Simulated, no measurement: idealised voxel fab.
Name of the process module below: voxel transistor to metal
cross-section cut | 170 nm wide | cells 5 nm
How to read a cross-section here: the picture is a grid of square cells, written as bands going from the top down, and any band can span one or more rows of cells. The band entry comprises the height of the band's top followed by the height of its bottom, expressed in nm, and subsequently the band's materials from left to right, each stated together with its width in nm. Where a single material is marked with the word "full width", that material fills the band from edge to edge. The word "blank" represents empty space. Zero point of the height axis is 0; under it, received wafer = one material. Lowest band: continues down indefinitely, "0 -> down". So if you see something like "30..40" for the width, read it as the top row of the band sitting at the first number and the bottom row at the second, with every row in between moving by the same amount as the last. A step reported as "no change occurred" is a step in which no cell of the cross-section changed. The label "closed voids" introduces a list of the empty spaces, 8 cells or larger, that have no open way up to the top; each entry in it reads width x height at distance, where the distance is taken from the left edge and all three are stated in nm. Post-settings text on a step line: simulator's own remark regarding the step. On any step carrying a mask, the "overlay nm" setting, if present on the step's line, tells how far right of its planned place the mask lay; negative values point to the left. So the way this works: pairs, before and after one process step. The after picture only goes down to the lowest band that actually changed, nothing below. Step and its settings are under each pair. And watch out, pairs might come from different runs of this module, same starting wafer though, so a pair only follows on from the one above if its "Before step" entry tells you so.

**Before step**
65 -> 50: aC full width
50 -> 35: SiO2 full width
35 -> 20: 65 nm SiO2 / 10 nm SiN / 15 nm SiCN / 10 nm SiN / 70 nm SiO2
20 -> 10: 65 nm SiO2 / 10 nm SiN / 15 nm polySi / 10 nm SiN / 70 nm SiO2
10 -> 5: 50 nm SiO2 / 15 nm SiGe / 10 nm SiN / 15 nm polySi / 10 nm SiN / 15 nm SiGe / 55 nm SiO2
5 -> 0: 30 nm SiO2 / 10 nm SiN / 25 nm SiGe / 10 nm SiN / 15 nm polySi / 10 nm SiN / 25 nm SiGe / 10 nm SiN / 35 nm SiO2
0 -> -5: 40 nm SiO2 / 25 nm SiGe / 35 nm SiO2 / 25 nm SiGe / 45 nm SiO2
-5 -> -10: 40 nm SiO2 / 25 nm SiGe / 35 nm Si / 25 nm SiGe / 45 nm SiO2
-10 -> -40: 40 nm SiO2 / 85 nm Si / 45 nm SiO2
-40 -> down: Si full width
closed voids: none

**Resulting Structure**
95 -> 65: 40 nm resist / 15 nm blank / 55 nm resist / 15 nm blank / 45 nm resist
Under 65: no change, same as before.
closed voids: none
What was done to get from the upper cross-section to the lower one? PATTERN [tone open] [mask id CONTACT] [material resist] [width nm 15] [pitch nm 70] [thk nm 30] [overlay nm 0]

Before step: The pre-step condition corresponds to the post-step cross-section depicted in the pair directly above.

**Resulting Structure**
80 -> 65: 40 nm resist / 15 nm blank / 55 nm resist / 15 nm blank / 45 nm resist
65 -> 50: 40 nm aC / 15 nm blank / 55 nm aC / 15 nm blank / 45 nm aC
Under 50: no change, same as before.
closed voids: none
What was done to get from the upper cross-section to the lower one? DIRECTIONAL_ETCH [etch materials aC] [depth nm 15]

Before step: The pre-step condition corresponds to the post-step cross-section depicted in the pair directly above.

**Resulting Structure**
65 -> 50: 40 nm aC / 15 nm blank / 55 nm aC / 15 nm blank / 45 nm aC
Under 50: no change, same as before.
closed voids: none
What was done to get from the upper cross-section to the lower one? STRIP [etch materials resist]

Before step: The pre-step condition corresponds to the post-step cross-section depicted in the pair directly above.

**Resulting Structure**
65 -> 50: 40 nm aC / 15 nm blank / 55 nm aC / 15 nm blank / 45 nm aC
50 -> 35: 40 nm SiO2 / 15 nm blank / 55 nm SiO2 / 15 nm blank / 45 nm SiO2
35 -> 20: 40 nm SiO2 / 15 nm blank / 10 nm SiO2 / 10 nm SiN / 15 nm SiCN / 10 nm SiN / 10 nm SiO2 / 15 nm blank / 45 nm SiO2
20 -> 10: 40 nm SiO2 / 15 nm blank / 10 nm SiO2 / 10 nm SiN / 15 nm polySi / 10 nm SiN / 10 nm SiO2 / 15 nm blank / 45 nm SiO2
10 -> 5: 40 nm SiO2 / 10 nm blank / 15 nm SiGe / 10 nm SiN / 15 nm polySi / 10 nm SiN / 15 nm SiGe / 10 nm blank / 45 nm SiO2
Under 5: no change, same as before.
closed voids: none
What was done to get from the upper cross-section to the lower one? DIRECTIONAL_ETCH [etch materials SiO2] [depth nm 50]

Before step: The pre-step condition corresponds to the post-step cross-section depicted in the pair directly above.

**Resulting Structure**
50 -> 35: 40 nm SiO2 / 15 nm blank / 55 nm SiO2 / 15 nm blank / 45 nm SiO2
Under 35: no change, same as before.
closed voids: none
What was done to get from the upper cross-section to the lower one? STRIP [etch materials aC]

Before step: The pre-step condition corresponds to the post-step cross-section depicted in the pair directly above.

**Resulting Structure**
55 -> 50: 45 nm TiN / 5 nm blank / 65 nm TiN / 5 nm blank / 50 nm TiN
50 -> 35: 40 nm SiO2 / 5 nm TiN / 5 nm blank / 5 nm TiN / 55 nm SiO2 / 5 nm TiN / 5 nm blank / 5 nm TiN / 45 nm SiO2
35 -> 20: 40 nm SiO2 / 5 nm TiN / 5 nm blank / 5 nm TiN / 10 nm SiO2 / 10 nm SiN / 15 nm SiCN / 10 nm SiN / 10 nm SiO2 / 5 nm TiN / 5 nm blank / 5 nm TiN / 45 nm SiO2
20 -> 15: 40 nm SiO2 / 5 nm TiN / 5 nm blank / 5 nm TiN / 10 nm SiO2 / 10 nm SiN / 15 nm polySi / 10 nm SiN / 10 nm SiO2 / 5 nm TiN / 5 nm blank / 5 nm TiN / 45 nm SiO2
15 -> 10: 40 nm SiO2 / 15 nm TiN / 10 nm SiO2 / 10 nm SiN / 15 nm polySi / 10 nm SiN / 10 nm SiO2 / 15 nm TiN / 45 nm SiO2
10 -> 5: 40 nm SiO2 / 10 nm TiN / 15 nm SiGe / 10 nm SiN / 15 nm polySi / 10 nm SiN / 15 nm SiGe / 10 nm TiN / 45 nm SiO2
Under 5: no change, same as before.
closed voids: none
What was done to get from the upper cross-section to the lower one? CONFORMAL_DEP [material TiN] [thk nm 5]

Before step: The pre-step condition corresponds to the post-step cross-section depicted in the pair directly above.

**Resulting Structure**
65 -> 55: Ru full width
55 -> 50: 45 nm TiN / 5 nm Ru / 65 nm TiN / 5 nm Ru / 50 nm TiN
50 -> 35: 40 nm SiO2 / 5 nm TiN / 5 nm Ru / 5 nm TiN / 55 nm SiO2 / 5 nm TiN / 5 nm Ru / 5 nm TiN / 45 nm SiO2
35 -> 20: 40 nm SiO2 / 5 nm TiN / 5 nm Ru / 5 nm TiN / 10 nm SiO2 / 10 nm SiN / 15 nm SiCN / 10 nm SiN / 10 nm SiO2 / 5 nm TiN / 5 nm Ru / 5 nm TiN / 45 nm SiO2
20 -> 15: 40 nm SiO2 / 5 nm TiN / 5 nm Ru / 5 nm TiN / 10 nm SiO2 / 10 nm SiN / 15 nm polySi / 10 nm SiN / 10 nm SiO2 / 5 nm TiN / 5 nm Ru / 5 nm TiN / 45 nm SiO2
Under 15: no change, same as before.
closed voids: none
What was done to get from the upper cross-section to the lower one? FILL_DEP [material Ru] [thk nm 10]

Before step: The pre-step condition corresponds to the post-step cross-section depicted in the pair directly above.

**Resulting Structure**
50 -> 35: 40 nm SiO2 / 5 nm TiN / 5 nm Ru / 5 nm TiN / 55 nm SiO2 / 5 nm TiN / 5 nm Ru / 5 nm TiN / 45 nm SiO2
Under 35: no change, same as before.
closed voids: none
What was done to get from the upper cross-section to the lower one? CMP [height nm 50]

Before step: The pre-step condition corresponds to the post-step cross-section depicted in the pair directly above.

**Resulting Structure**
55 -> 50: TiN full width
Under 50: no change, same as before.
closed voids: none
What was done to get from the upper cross-section to the lower one? DIRECTIONAL_DEP [material TiN] [thk nm 5]

Before step: The pre-step condition corresponds to the post-step cross-section depicted in the pair directly above.

**Resulting Structure**
80 -> 55: W full width
Under 55: no change, same as before.
closed voids: none
What was done to get from the upper cross-section to the lower one? DIRECTIONAL_DEP [material W] [thk nm 25]

Before step: The pre-step condition corresponds to the post-step cross-section depicted in the pair directly above.

**Resulting Structure**
100 -> 80: 40 nm blank / 15 nm resist / 55 nm blank / 15 nm resist / 45 nm blank
Under 80: no change, same as before.
closed voids: none
What was done to get from the upper cross-section to the lower one? PATTERN [tone cover] [mask id METAL_1] [material resist] [width nm 15] [pitch nm 70] [thk nm 20] [overlay nm 0]

Before step: The pre-step condition corresponds to the post-step cross-section depicted in the pair directly above.

**Resulting Structure**
100 -> 80: 40 nm blank / 15 nm resist / 55 nm blank / 15 nm resist / 45 nm blank
80 -> 55: 40 nm blank / 15 nm W / 55 nm blank / 15 nm W / 45 nm blank
Under 55: no change, same as before.
closed voids: none
What was done to get from the upper cross-section to the lower one? DIRECTIONAL_ETCH [etch materials W] [depth nm 25]

Before step: The pre-step condition corresponds to the post-step cross-section depicted in the pair directly above.

**Resulting Structure**
100 -> 80: 40 nm blank / 15 nm resist / 55 nm blank / 15 nm resist / 45 nm blank
80 -> 55: 40 nm blank / 15 nm W / 55 nm blank / 15 nm W / 45 nm blank
55 -> 50: 40 nm blank / 15 nm TiN / 55 nm blank / 15 nm TiN / 45 nm blank
Under 50: no change, same as before.
closed voids: none
What was done to get from the upper cross-section to the lower one? DIRECTIONAL_ETCH [etch materials TiN] [depth nm 5]

Before step: The pre-step condition corresponds to the post-step cross-section depicted in the pair directly above.

**Resulting Structure**
80 -> 55: 40 nm blank / 15 nm W / 55 nm blank / 15 nm W / 45 nm blank
Under 55: no change, same as before.
closed voids: none
What was done to get from the upper cross-section to the lower one? STRIP [etch materials resist]

Before step: The pre-step condition corresponds to the post-step cross-section depicted in the pair directly above.

**Resulting Structure**
90 -> 80: lowk full width
80 -> 55: 40 nm lowk / 15 nm W / 55 nm lowk / 15 nm W / 45 nm lowk
55 -> 50: 40 nm lowk / 15 nm TiN / 55 nm lowk / 15 nm TiN / 45 nm lowk
Under 50: no change, same as before.
closed voids: none
What was done to get from the upper cross-section to the lower one? FILL_DEP [material lowk] [thk nm 10]

Before step: The pre-step condition corresponds to the post-step cross-section depicted in the pair directly above.

**Resulting Structure**
80 -> 55: 40 nm lowk / 15 nm W / 55 nm lowk / 15 nm W / 45 nm lowk
Under 55: no change, same as before.
closed voids: none
What was done to get from the upper cross-section to the lower one? CMP [height nm 80]

Before step: The pre-step condition corresponds to the post-step cross-section depicted in the pair directly above.

**Resulting Structure**
85 -> 80: SiCN full width
Under 80: no change, same as before.
closed voids: none
What was done to get from the upper cross-section to the lower one? CONFORMAL_DEP [material SiCN] [thk nm 5]

**Before step**
65 -> 50: aC full width
50 -> 35: SiO2 full width
35 -> 20: 65 nm SiO2 / 10 nm SiN / 15 nm SiCN / 10 nm SiN / 70 nm SiO2
20 -> 5: 65 nm SiO2 / 10 nm SiN / 15 nm polySi / 10 nm SiN / 70 nm SiO2
5 -> 0: 30 nm SiO2 / 10 nm SiN / 15 nm SiO2 / 10 nm SiGe / 10 nm SiN / 15 nm polySi / 10 nm SiN / 10 nm SiGe / 15 nm SiO2 / 10 nm SiN / 35 nm SiO2
0 -> -5: 40 nm SiO2 / 25 nm SiGe / 35 nm SiO2 / 25 nm SiGe / 45 nm SiO2
-5 -> -10: 40 nm SiO2 / 25 nm SiGe / 35 nm Si / 25 nm SiGe / 45 nm SiO2
-10 -> -40: 40 nm SiO2 / 85 nm Si / 45 nm SiO2
-40 -> down: Si full width
closed voids: none

**Resulting Structure**
95 -> 65: 40 nm resist / 20 nm blank / 50 nm resist / 20 nm blank / 40 nm resist
Under 65: no change, same as before.
closed voids: none
What was done to get from the upper cross-section to the lower one? PATTERN [tone open] [mask id CONTACT] [material resist] [width nm 20] [pitch nm 70] [thk nm 30] [overlay nm 0]

Before step: The pre-step condition corresponds to the post-step cross-section depicted in the pair directly above.

**Resulting Structure**
80 -> 65: 40 nm resist / 20 nm blank / 50 nm resist / 20 nm blank / 40 nm resist
65 -> 50: 40 nm aC / 20 nm blank / 50 nm aC / 20 nm blank / 40 nm aC
Under 50: no change, same as before.
closed voids: none
What was done to get from the upper cross-section to the lower one? DIRECTIONAL_ETCH [etch materials aC] [depth nm 15]

Before step: The pre-step condition corresponds to the post-step cross-section depicted in the pair directly above.

**Resulting Structure**
65 -> 50: 40 nm aC / 20 nm blank / 50 nm aC / 20 nm blank / 40 nm aC
Under 50: no change, same as before.
closed voids: none
What was done to get from the upper cross-section to the lower one? STRIP [etch materials resist]

Before step: The pre-step condition corresponds to the post-step cross-section depicted in the pair directly above.

**Resulting Structure**
65 -> 50: 40 nm aC / 20 nm blank / 50 nm aC / 20 nm blank / 40 nm aC
50 -> 35: 40 nm SiO2 / 20 nm blank / 50 nm SiO2 / 20 nm blank / 40 nm SiO2
35 -> 20: 40 nm SiO2 / 20 nm blank / 5 nm SiO2 / 10 nm SiN / 15 nm SiCN / 10 nm SiN / 10 nm SiO2 / 20 nm blank / 40 nm SiO2
20 -> 5: 40 nm SiO2 / 20 nm blank / 5 nm SiO2 / 10 nm SiN / 15 nm polySi / 10 nm SiN / 10 nm SiO2 / 20 nm blank / 40 nm SiO2
5 -> 0: 30 nm SiO2 / 10 nm SiN / 15 nm blank / 10 nm SiGe / 10 nm SiN / 15 nm polySi / 10 nm SiN / 10 nm SiGe / 15 nm blank / 10 nm SiN / 35 nm SiO2
Under 0: no change, same as before.
closed voids: none
What was done to get from the upper cross-section to the lower one? DIRECTIONAL_ETCH [etch materials SiO2] [depth nm 50]

Before step: The pre-step condition corresponds to the post-step cross-section depicted in the pair directly above.

**Resulting Structure**
50 -> 35: 40 nm SiO2 / 20 nm blank / 50 nm SiO2 / 20 nm blank / 40 nm SiO2
Under 35: no change, same as before.
closed voids: none
What was done to get from the upper cross-section to the lower one? STRIP [etch materials aC]

Before step: The pre-step condition corresponds to the post-step cross-section depicted in the pair directly above.

**Resulting Structure**
55 -> 50: 45 nm TiN / 10 nm blank / 60 nm TiN / 10 nm blank / 45 nm TiN
50 -> 35: 40 nm SiO2 / 5 nm TiN / 10 nm blank / 5 nm TiN / 50 nm SiO2 / 5 nm TiN / 10 nm blank / 5 nm TiN / 40 nm SiO2
35 -> 20: 40 nm SiO2 / 5 nm TiN / 10 nm blank / 5 nm TiN / 5 nm SiO2 / 10 nm SiN / 15 nm SiCN / 10 nm SiN / 10 nm SiO2 / 5 nm TiN / 10 nm blank / 5 nm TiN / 40 nm SiO2
20 -> 10: 40 nm SiO2 / 5 nm TiN / 10 nm blank / 5 nm TiN / 5 nm SiO2 / 10 nm SiN / 15 nm polySi / 10 nm SiN / 10 nm SiO2 / 5 nm TiN / 10 nm blank / 5 nm TiN / 40 nm SiO2
10 -> 5: 40 nm SiO2 / 5 nm TiN / 5 nm blank / 10 nm TiN / 5 nm SiO2 / 10 nm SiN / 15 nm polySi / 10 nm SiN / 10 nm SiO2 / 5 nm TiN / 5 nm blank / 10 nm TiN / 40 nm SiO2
5 -> 0: 30 nm SiO2 / 10 nm SiN / 15 nm TiN / 10 nm SiGe / 10 nm SiN / 15 nm polySi / 10 nm SiN / 10 nm SiGe / 15 nm TiN / 10 nm SiN / 35 nm SiO2
Under 0: no change, same as before.
closed voids: none
What was done to get from the upper cross-section to the lower one? CONFORMAL_DEP [material TiN] [thk nm 5]

Before step: The pre-step condition corresponds to the post-step cross-section depicted in the pair directly above.

**Resulting Structure**
65 -> 55: Ru full width
55 -> 50: 45 nm TiN / 10 nm Ru / 60 nm TiN / 10 nm Ru / 45 nm TiN
50 -> 35: 40 nm SiO2 / 5 nm TiN / 10 nm Ru / 5 nm TiN / 50 nm SiO2 / 5 nm TiN / 10 nm Ru / 5 nm TiN / 40 nm SiO2
35 -> 20: 40 nm SiO2 / 5 nm TiN / 10 nm Ru / 5 nm TiN / 5 nm SiO2 / 10 nm SiN / 15 nm SiCN / 10 nm SiN / 10 nm SiO2 / 5 nm TiN / 10 nm Ru / 5 nm TiN / 40 nm SiO2
20 -> 10: 40 nm SiO2 / 5 nm TiN / 10 nm Ru / 5 nm TiN / 5 nm SiO2 / 10 nm SiN / 15 nm polySi / 10 nm SiN / 10 nm SiO2 / 5 nm TiN / 10 nm Ru / 5 nm TiN / 40 nm SiO2
10 -> 5: 40 nm SiO2 / 5 nm TiN / 5 nm Ru / 10 nm TiN / 5 nm SiO2 / 10 nm SiN / 15 nm polySi / 10 nm SiN / 10 nm SiO2 / 5 nm TiN / 5 nm Ru / 10 nm TiN / 40 nm SiO2
Under 5: no change, same as before.
closed voids: none
What was done to get from the upper cross-section to the lower one? FILL_DEP [material Ru] [thk nm 10]

Before step: The pre-step condition corresponds to the post-step cross-section depicted in the pair directly above.

**Resulting Structure**
50 -> 35: 40 nm SiO2 / 5 nm TiN / 10 nm Ru / 5 nm TiN / 50 nm SiO2 / 5 nm TiN / 10 nm Ru / 5 nm TiN / 40 nm SiO2
Under 35: no change, same as before.
closed voids: none
What was done to get from the upper cross-section to the lower one? CMP [height nm 50]

Before step: The pre-step condition corresponds to the post-step cross-section depicted in the pair directly above.

**Resulting Structure**
55 -> 50: TiN full width
Under 50: no change, same as before.
closed voids: none
What was done to get from the upper cross-section to the lower one? DIRECTIONAL_DEP [material TiN] [thk nm 5]

Before step: The pre-step condition corresponds to the post-step cross-section depicted in the pair directly above.

**Resulting Structure**
80 -> 55: W full width
Under 55: no change, same as before.
closed voids: none
What was done to get from the upper cross-section to the lower one? DIRECTIONAL_DEP [material W] [thk nm 25]

Before step: The pre-step condition corresponds to the post-step cross-section depicted in the pair directly above.

**Resulting Structure**
100 -> 80: 40 nm blank / 15 nm resist / 55 nm blank / 15 nm resist / 45 nm blank
Under 80: no change, same as before.
closed voids: none
What was done to get from the upper cross-section to the lower one? PATTERN [tone cover] [mask id METAL_1] [material resist] [width nm 15] [pitch nm 70] [thk nm 20] [overlay nm 0]

Before step: The pre-step condition corresponds to the post-step cross-section depicted in the pair directly above.

**Resulting Structure**
100 -> 80: 40 nm blank / 15 nm resist / 55 nm blank / 15 nm resist / 45 nm blank
80 -> 55: 40 nm blank / 15 nm W / 55 nm blank / 15 nm W / 45 nm blank
Under 55: no change, same as before.
closed voids: none
What was done to get from the upper cross-section to the lower one? DIRECTIONAL_ETCH [etch materials W] [depth nm 25]

Before step: The pre-step condition corresponds to the post-step cross-section depicted in the pair directly above.

**Resulting Structure**
100 -> 80: 40 nm blank / 15 nm resist / 55 nm blank / 15 nm resist / 45 nm blank
80 -> 55: 40 nm blank / 15 nm W / 55 nm blank / 15 nm W / 45 nm blank
55 -> 50: 40 nm blank / 15 nm TiN / 55 nm blank / 15 nm TiN / 45 nm blank
Under 50: no change, same as before.
closed voids: none
What was done to get from the upper cross-section to the lower one? DIRECTIONAL_ETCH [etch materials TiN] [depth nm 5]

Before step: The pre-step condition corresponds to the post-step cross-section depicted in the pair directly above.

**Resulting Structure**
80 -> 55: 40 nm blank / 15 nm W / 55 nm blank / 15 nm W / 45 nm blank
Under 55: no change, same as before.
closed voids: none
What was done to get from the upper cross-section to the lower one? STRIP [etch materials resist]

Before step: The pre-step condition corresponds to the post-step cross-section depicted in the pair directly above.

**Resulting Structure**
90 -> 80: lowk full width
80 -> 55: 40 nm lowk / 15 nm W / 55 nm lowk / 15 nm W / 45 nm lowk
55 -> 50: 40 nm lowk / 15 nm TiN / 55 nm lowk / 15 nm TiN / 45 nm lowk
Under 50: no change, same as before.
closed voids: none
What was done to get from the upper cross-section to the lower one? FILL_DEP [material lowk] [thk nm 10]

Before step: The pre-step condition corresponds to the post-step cross-section depicted in the pair directly above.

**Resulting Structure**
80 -> 55: 40 nm lowk / 15 nm W / 55 nm lowk / 15 nm W / 45 nm lowk
Under 55: no change, same as before.
closed voids: none
What was done to get from the upper cross-section to the lower one? CMP [height nm 80]

Before step: The pre-step condition corresponds to the post-step cross-section depicted in the pair directly above.

**Resulting Structure**
85 -> 80: SiCN full width
Under 80: no change, same as before.
closed voids: none
What was done to get from the upper cross-section to the lower one? CONFORMAL_DEP [material SiCN] [thk nm 5]

**Before step**
35 -> 25: 75 nm blank / 15 nm SiCN / 80 nm blank
25 -> 20: 30 nm polySi / 45 nm blank / 15 nm SiCN / 45 nm blank / 35 nm polySi
20 -> 5: polySi full width
5 -> 0: 30 nm SiO2 / 105 nm polySi / 35 nm SiO2
0 -> -5: SiO2 full width
-5 -> -40: 40 nm SiO2 / 85 nm Si / 45 nm SiO2
-40 -> down: Si full width
closed voids: none

**Resulting Structure**
35 -> 20: 75 nm blank / 15 nm SiCN / 80 nm blank
20 -> 5: 70 nm blank / 20 nm polySi / 80 nm blank
5 -> 0: 30 nm SiO2 / 40 nm blank / 20 nm polySi / 45 nm blank / 35 nm SiO2
Under 0: no change, same as before.
closed voids: none
What was done to get from the upper cross-section to the lower one? MASKED_ETCH [tone cover] [mask id GATE] [width nm 15] [etch materials polySi] [depth nm 30] [overlay nm -5]

Before step: The pre-step condition corresponds to the post-step cross-section depicted in the pair directly above.

**Resulting Structure**
45 -> 35: 65 nm blank / 35 nm SiN / 70 nm blank
35 -> 30: 65 nm blank / 10 nm SiN / 15 nm SiCN / 10 nm SiN / 70 nm blank
30 -> 20: 60 nm blank / 15 nm SiN / 15 nm SiCN / 10 nm SiN / 70 nm blank
20 -> 15: 60 nm blank / 10 nm SiN / 20 nm polySi / 10 nm SiN / 70 nm blank
15 -> 10: 40 nm SiN / 20 nm blank / 10 nm SiN / 20 nm polySi / 10 nm SiN / 25 nm blank / 45 nm SiN
10 -> 5: 70 nm SiN / 20 nm polySi / 80 nm SiN
5 -> 0: 30 nm SiO2 / 40 nm SiN / 20 nm polySi / 45 nm SiN / 35 nm SiO2
Under 0: no change, same as before.
closed voids: none
What was done to get from the upper cross-section to the lower one? CONFORMAL_DEP [material SiN] [thk nm 10]

Before step: The pre-step condition corresponds to the post-step cross-section depicted in the pair directly above.

**Resulting Structure**
35 -> 20: 65 nm blank / 10 nm SiN / 15 nm SiCN / 10 nm SiN / 70 nm blank
20 -> 5: 60 nm blank / 10 nm SiN / 20 nm polySi / 10 nm SiN / 70 nm blank
5 -> 0: 30 nm SiO2 / 10 nm SiN / 20 nm blank / 10 nm SiN / 20 nm polySi / 10 nm SiN / 25 nm blank / 10 nm SiN / 35 nm SiO2
Under 0: no change, same as before.
closed voids: none
What was done to get from the upper cross-section to the lower one? DIRECTIONAL_ETCH [etch materials SiN] [depth nm 10]

Before step: The pre-step condition corresponds to the post-step cross-section depicted in the pair directly above.

**Resulting Structure**
35 -> 20: 65 nm blank / 10 nm SiN / 15 nm SiCN / 10 nm SiN / 70 nm blank
20 -> 5: 60 nm blank / 10 nm SiN / 20 nm polySi / 10 nm SiN / 70 nm blank
5 -> 0: 30 nm blank / 10 nm SiN / 20 nm blank / 10 nm SiN / 20 nm polySi / 10 nm SiN / 25 nm blank / 10 nm SiN / 35 nm blank
0 -> -5: 40 nm SiO2 / 20 nm blank / 40 nm SiO2 / 25 nm blank / 45 nm SiO2
Under -5: no change, same as before.
closed voids: none
What was done to get from the upper cross-section to the lower one? DIRECTIONAL_ETCH [etch materials SiO2] [depth nm 5]

Before step: The pre-step condition corresponds to the post-step cross-section depicted in the pair directly above.

**Resulting Structure**
35 -> 20: 65 nm blank / 10 nm SiN / 15 nm SiCN / 10 nm SiN / 70 nm blank
20 -> 5: 60 nm blank / 10 nm SiN / 20 nm polySi / 10 nm SiN / 70 nm blank
5 -> 0: 30 nm blank / 10 nm SiN / 20 nm blank / 10 nm SiN / 20 nm polySi / 10 nm SiN / 25 nm blank / 10 nm SiN / 35 nm blank
0 -> -5: 40 nm SiO2 / 20 nm blank / 40 nm SiO2 / 25 nm blank / 45 nm SiO2
-5 -> -10: 40 nm SiO2 / 20 nm blank / 40 nm Si / 25 nm blank / 45 nm SiO2
Under -10: no change, same as before.
closed voids: none
What was done to get from the upper cross-section to the lower one? DIRECTIONAL_ETCH [etch materials Si] [depth nm 5]

Before step: The pre-step condition corresponds to the post-step cross-section depicted in the pair directly above.

**Resulting Structure**
35 -> 20: 65 nm blank / 10 nm SiN / 15 nm SiCN / 10 nm SiN / 70 nm blank
20 -> 5: 60 nm blank / 10 nm SiN / 20 nm polySi / 10 nm SiN / 70 nm blank
5 -> 0: 30 nm blank / 10 nm SiN / 10 nm blank / 10 nm SiGe / 10 nm SiN / 20 nm polySi / 10 nm SiN / 10 nm SiGe / 15 nm blank / 10 nm SiN / 35 nm blank
0 -> -5: 40 nm SiO2 / 20 nm SiGe / 40 nm SiO2 / 25 nm SiGe / 45 nm SiO2
-5 -> -10: 40 nm SiO2 / 20 nm SiGe / 40 nm Si / 25 nm SiGe / 45 nm SiO2
Under -10: no change, same as before.
closed voids: none
What was done to get from the upper cross-section to the lower one? EPI [material SiGe] [thk nm 10]

Before step: The pre-step condition corresponds to the post-step cross-section depicted in the pair directly above.

**Resulting Structure**
45 -> 35: SiO2 full width
35 -> 20: 65 nm SiO2 / 10 nm SiN / 15 nm SiCN / 10 nm SiN / 70 nm SiO2
20 -> 5: 60 nm SiO2 / 10 nm SiN / 20 nm polySi / 10 nm SiN / 70 nm SiO2
5 -> 0: 30 nm SiO2 / 10 nm SiN / 10 nm SiO2 / 10 nm SiGe / 10 nm SiN / 20 nm polySi / 10 nm SiN / 10 nm SiGe / 15 nm SiO2 / 10 nm SiN / 35 nm SiO2
Under 0: no change, same as before.
closed voids: none
What was done to get from the upper cross-section to the lower one? FILL_DEP [material SiO2] [thk nm 10]

Before step: The pre-step condition corresponds to the post-step cross-section depicted in the pair directly above.

**Resulting Structure**
35 -> 20: 65 nm SiO2 / 10 nm SiN / 15 nm SiCN / 10 nm SiN / 70 nm SiO2
Under 20: no change, same as before.
closed voids: none
What was done to get from the upper cross-section to the lower one? CMP [height nm 35]

Before step: The pre-step condition corresponds to the post-step cross-section depicted in the pair directly above.

**Resulting Structure**
50 -> 35: SiO2 full width
Under 35: no change, same as before.
closed voids: none
What was done to get from the upper cross-section to the lower one? DIRECTIONAL_DEP [material SiO2] [thk nm 15]

Before step: The pre-step condition corresponds to the post-step cross-section depicted in the pair directly above.

**Resulting Structure**
65 -> 50: aC full width
Under 50: no change, same as before.
closed voids: none
What was done to get from the upper cross-section to the lower one? DIRECTIONAL_DEP [material aC] [thk nm 15]

Before step: The pre-step condition corresponds to the post-step cross-section depicted in the pair directly above.

**Resulting Structure**
95 -> 65: 40 nm resist / 15 nm blank / 55 nm resist / 15 nm blank / 45 nm resist
Under 65: no change, same as before.
closed voids: none
What was done to get from the upper cross-section to the lower one? PATTERN [tone open] [mask id CONTACT] [material resist] [width nm 15] [pitch nm 70] [thk nm 30] [overlay nm 0]

Before step: The pre-step condition corresponds to the post-step cross-section depicted in the pair directly above.

**Resulting Structure**
80 -> 65: 40 nm resist / 15 nm blank / 55 nm resist / 15 nm blank / 45 nm resist
65 -> 50: 40 nm aC / 15 nm blank / 55 nm aC / 15 nm blank / 45 nm aC
Under 50: no change, same as before.
closed voids: none
What was done to get from the upper cross-section to the lower one? DIRECTIONAL_ETCH [etch materials aC] [depth nm 15]

Before step: The pre-step condition corresponds to the post-step cross-section depicted in the pair directly above.

**Resulting Structure**
65 -> 50: 40 nm aC / 15 nm blank / 55 nm aC / 15 nm blank / 45 nm aC
Under 50: no change, same as before.
closed voids: none
What was done to get from the upper cross-section to the lower one? STRIP [etch materials resist]

Before step: The pre-step condition corresponds to the post-step cross-section depicted in the pair directly above.

**Resulting Structure**
65 -> 50: 40 nm aC / 15 nm blank / 55 nm aC / 15 nm blank / 45 nm aC
50 -> 35: 40 nm SiO2 / 15 nm blank / 55 nm SiO2 / 15 nm blank / 45 nm SiO2
35 -> 20: 40 nm SiO2 / 15 nm blank / 10 nm SiO2 / 10 nm SiN / 15 nm SiCN / 10 nm SiN / 10 nm SiO2 / 15 nm blank / 45 nm SiO2
20 -> 5: 40 nm SiO2 / 15 nm blank / 5 nm SiO2 / 10 nm SiN / 20 nm polySi / 10 nm SiN / 10 nm SiO2 / 15 nm blank / 45 nm SiO2
5 -> 0: 30 nm SiO2 / 10 nm SiN / 10 nm blank / 10 nm SiGe / 10 nm SiN / 20 nm polySi / 10 nm SiN / 10 nm SiGe / 15 nm blank / 10 nm SiN / 35 nm SiO2
Under 0: no change, same as before.
closed voids: none
What was done to get from the upper cross-section to the lower one? DIRECTIONAL_ETCH [etch materials SiO2] [depth nm 50]

Before step: The pre-step condition corresponds to the post-step cross-section depicted in the pair directly above.

**Resulting Structure**
50 -> 35: 40 nm SiO2 / 15 nm blank / 55 nm SiO2 / 15 nm blank / 45 nm SiO2
Under 35: no change, same as before.
closed voids: none
What was done to get from the upper cross-section to the lower one? STRIP [etch materials aC]

Before step: The pre-step condition corresponds to the post-step cross-section depicted in the pair directly above.

**Resulting Structure**
55 -> 50: 45 nm TiN / 5 nm blank / 65 nm TiN / 5 nm blank / 50 nm TiN
50 -> 35: 40 nm SiO2 / 5 nm TiN / 5 nm blank / 5 nm TiN / 55 nm SiO2 / 5 nm TiN / 5 nm blank / 5 nm TiN / 45 nm SiO2
35 -> 20: 40 nm SiO2 / 5 nm TiN / 5 nm blank / 5 nm TiN / 10 nm SiO2 / 10 nm SiN / 15 nm SiCN / 10 nm SiN / 10 nm SiO2 / 5 nm TiN / 5 nm blank / 5 nm TiN / 45 nm SiO2
20 -> 10: 40 nm SiO2 / 5 nm TiN / 5 nm blank / 5 nm TiN / 5 nm SiO2 / 10 nm SiN / 20 nm polySi / 10 nm SiN / 10 nm SiO2 / 5 nm TiN / 5 nm blank / 5 nm TiN / 45 nm SiO2
10 -> 5: 40 nm SiO2 / 15 nm TiN / 5 nm SiO2 / 10 nm SiN / 20 nm polySi / 10 nm SiN / 10 nm SiO2 / 5 nm TiN / 5 nm blank / 5 nm TiN / 45 nm SiO2
5 -> 0: 30 nm SiO2 / 10 nm SiN / 10 nm TiN / 10 nm SiGe / 10 nm SiN / 20 nm polySi / 10 nm SiN / 10 nm SiGe / 15 nm TiN / 10 nm SiN / 35 nm SiO2
Under 0: no change, same as before.
closed voids: none
What was done to get from the upper cross-section to the lower one? CONFORMAL_DEP [material TiN] [thk nm 5]
